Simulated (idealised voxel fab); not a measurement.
voxel ribs on slabs: a process module
The figure presents cross-section cut, which has a width of 275 nm and is divided into square cells with an edge length of 5 nm.
In this document a cross-section is written as a grid of square cells. It is given as a series of bands, listed from the top down, and a band is one or more rows of cells.
Read a band's entry like this: the first values are the height of its top and the height of its bottom in nm, and what follows is the sequence of materials from left to right, each with its width in nm. Note that "empty" is empty space, and that a single material marked "all across" reaches across the band from edge to edge.
Height reference: 0 = level under which incoming wafer is all one material. Lowest band: no bottom, runs on downward, e.g. "z 0 and below".
Width: "30->40" (first number = top row, second number = bottom row, same change from row to row of cells).
"changes: none" (step): cross-section cells unchanged, all of them.
Entry "Closed-off voids" = empty spaces >= 8 cells with no open way to the top; each as width x height at distance, distance from left edge, all nm.
On a step's line, text after the settings is the simulator commenting on that step.
overlay nm: right-of-plan distance of the mask on a masked step; negative values mean left-of-plan.

**Set out below are the planned steps of the process**
1) RECEIVE (material Si)
2) DIRECTIONAL_DEP (material SiO2; thk nm 30)
3) DIRECTIONAL_DEP (material polySi; thk nm 25)
4) MASKED_ETCH (tone cover; mask id RIB; width nm 15; etch materials polySi; depth nm 15; overlay nm 0)
5) PATTERN (tone cover; mask id SLAB; material resist; width nm 75; thk nm 15; overlay nm 0)
6) DIRECTIONAL_ETCH (etch materials polySi; depth nm 10)
7) STRIP (etch materials resist)
8) FILL_DEP (material SiO2; thk nm 25)
9) CMP (height nm 75)
10) DIRECTIONAL_DEP (material W; thk nm 5)
11) DIRECTIONAL_DEP (material aC; thk nm 15)
12) PATTERN (tone cover; mask id HEATER; material resist; width nm 25; thk nm 30; overlay nm 0)
13) DIRECTIONAL_ETCH (etch materials aC; depth nm 15)
14) STRIP (etch materials resist)
15) DIRECTIONAL_ETCH (etch materials W; depth nm 5)
16) STRIP (etch materials aC)
17) CONFORMAL_DEP (material SiO2; thk nm 10)

**Cross-section: wafer on arrival = after step 1**
> z 0 and below  Si all across
> Closed-off voids: none

**First of two wafers: cross-section at end of module, run per plan**
> z 90 to 85  115 nm empty  45 nm SiO2  115 nm empty
> z 85 to 80  SiO2 all across
> z 80 to 75  125 nm SiO2  25 nm W  125 nm SiO2
> z 75 to 55  SiO2 all across
> z 55 to 40  130 nm SiO2  15 nm polySi  130 nm SiO2
> z 40 to 30  100 nm SiO2  75 nm polySi  100 nm SiO2
> z 30 to 0  SiO2 all across
> z 0 and below  Si all across
> Closed-off voids: none

**So this is wafer number two of the two, cut at the end of the module - it started where the first did and had the same plan, we just got one thing wrong running it**
> z 80 to 75  125 nm empty  25 nm W  125 nm empty
> z 75 to 55  SiO2 all across
> z 55 to 40  130 nm SiO2  15 nm polySi  130 nm SiO2
> z 40 to 30  100 nm SiO2  75 nm polySi  100 nm SiO2
> z 30 to 0  SiO2 all across
> z 0 and below  Si all across
> Closed-off voids: none
What was the processing mistake? the plan's step 17 went unexecuted, having been skipped
Bottom line after processing is that, in cells, the second wafer is up or down on some materials versus the first: SiO2 -114
